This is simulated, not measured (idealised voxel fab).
A process module follows: voxel wiring stack.
Square cells of 5 nm make up the cross-section cut, whose width is 235 nm.
Reading order for cross-sections: top band down to bottom band. Underlying form: a grid of square cells. Band size: one or more rows of cells. First you get the band's top height and its bottom height, in nm, and then the materials it's made of, left to right, with each width in nm. If you see a single material with "everywhere", that one covers the band edge to edge. "empty" is empty space. Heights are expressed relative to 0, this being the level below which the as-received wafer comprises one material exclusively. The lowest band is unbounded in the downward direction and is denoted as in "from 0 down". The expression "30->40" gives the width at the extremes of the band, the first number at its top row of cells and the second at its bottom row, with the width changing by equal amounts from each row to the next in between. Reading "all unchanged" for a step: not a cell of the cross-section changed in it. Closed empty spaces (no open way to the top) of 8 cells or more are what "Listed closed voids" lists, each as width x height at distance from the left edge, nm for all three. Step line, after settings: the simulator's comment on this step. On any step carrying a mask, the "overlay nm" setting, if present on the step's line, tells how far right of its planned place the mask lay; negative values point to the left.
[The following list gives the planned process steps]
1,RECEIVE, material Si
2,CONFORMAL_DEP, material SiO2, thk nm 10
3,CONFORMAL_DEP, material SiN, thk nm 5
4,DIRECTIONAL_DEP, material lowk, thk nm 20
5,DIRECTIONAL_DEP, material aC, thk nm 10
6,PATTERN, tone open, mask id METAL_1, material resist, width nm 20, pitch nm 45, thk nm 30, overlay nm 0
7,DIRECTIONAL_ETCH, etch materials aC, depth nm 10
8,STRIP, etch materials resist
9,DIRECTIONAL_ETCH, etch materials lowk, depth nm 20
10,DIRECTIONAL_ETCH, etch materials SiN, depth nm 5
11,STRIP, etch materials aC
12,CONFORMAL_DEP, material TiN, thk nm 5
13,FILL_DEP, material Ru, thk nm 5
14,CMP, height nm 35
15,CONFORMAL_DEP, material SiCN, thk nm 5
16,DIRECTIONAL_DEP, material lowk, thk nm 35
17,MASKED_ETCH, tone open, mask id METAL_2_HOLES, width nm 15, pitch nm 45, etch materials lowk, depth nm 35, overlay nm 0
18,DIRECTIONAL_DEP, material aC, thk nm 10
19,PATTERN, tone open, mask id METAL_2, material resist, width nm 20, pitch nm 45, thk nm 25, overlay nm 0
20,DIRECTIONAL_ETCH, etch materials aC, depth nm 10
21,STRIP, etch materials resist
22,DIRECTIONAL_ETCH, etch materials lowk, depth nm 20
23,DIRECTIONAL_ETCH, etch materials SiCN, depth nm 5
24,STRIP, etch materials aC
25,CONFORMAL_DEP, material TiN, thk nm 5
26,FILL_DEP, material Ru, thk nm 5
27,CMP, height nm 75
28,CONFORMAL_DEP, material SiCN, thk nm 5
Wafers differ in width nm at step 17; plan lists the first wafer's value; identical starting state.
[First wafer of several, as received: cross-section after step 1]
- from 0 down: Si everywhere
- Listed closed voids: none
[Cross-section, first of several wafers, end of module, after last step 28]
- from 80 to 75: SiCN everywhere
- from 75 to 60: lowk 85; TiN 5; Ru 10; TiN 5; lowk 25; TiN 5; Ru 10; TiN 5; lowk 85
- from 60 to 55: lowk 85; TiN 5; Ru 5; TiN 10; lowk 25; TiN 5; Ru 5; TiN 10; lowk 85
- from 55 to 40: lowk 85; TiN 5; Ru 5; TiN 5; lowk 30; TiN 5; Ru 5; TiN 5; lowk 90
- from 40 to 35: SiCN 85; TiN 15; SiCN 30; TiN 15; SiCN 90
- from 35 to 15: lowk 85; TiN 5; Ru 10; TiN 5; lowk 25; TiN 5; Ru 10; TiN 5; lowk 85
- from 15 to 10: SiN 85; TiN 20; SiN 25; TiN 20; SiN 85
- from 10 to 0: SiO2 everywhere
- from 0 down: Si everywhere
- Listed closed voids: none
[End of module, last wafer sectioned]
- from 80 to 75: SiCN everywhere
- from 75 to 45: lowk 80; TiN 5; Ru 20; TiN 5; lowk 15; TiN 5; Ru 20; TiN 5; lowk 80
- from 45 to 40: lowk 80; TiN 10; Ru 10; TiN 10; lowk 15; TiN 10; Ru 10; TiN 10; lowk 80
- from 40 to 35: SiCN 85; TiN 20; SiCN 25; TiN 20; SiCN 85
- from 35 to 15: lowk 85; TiN 5; Ru 10; TiN 5; lowk 25; TiN 5; Ru 10; TiN 5; lowk 85
- from 15 to 10: SiN 85; TiN 20; SiN 25; TiN 20; SiN 85
- from 10 to 0: SiO2 everywhere
- from 0 down: Si everywhere
- Listed closed voids: none
[The rows of the table below are wafers. Looking at the end of the module, a row counts, for every material, the cells the wafer has gained, shown as (+), or lost, shown as (-), since it was received; its closed voids come next]
width nm 15; +36 Ru; +88 SiCN; +39 SiN; +94 SiO2; +60 TiN; +435 lowk; Listed closed voids: none
width nm 20; +44 Ru; +86 SiCN; +39 SiN; +94 SiO2; +60 TiN; +429 lowk; Listed closed voids: none
width nm 25; +56 Ru; +86 SiCN; +39 SiN; +94 SiO2; +62 TiN; +415 lowk; Listed closed voids: none
width nm 30; +68 Ru; +86 SiCN; +39 SiN; +94 SiO2; +64 TiN; +401 lowk; Listed closed voids: none
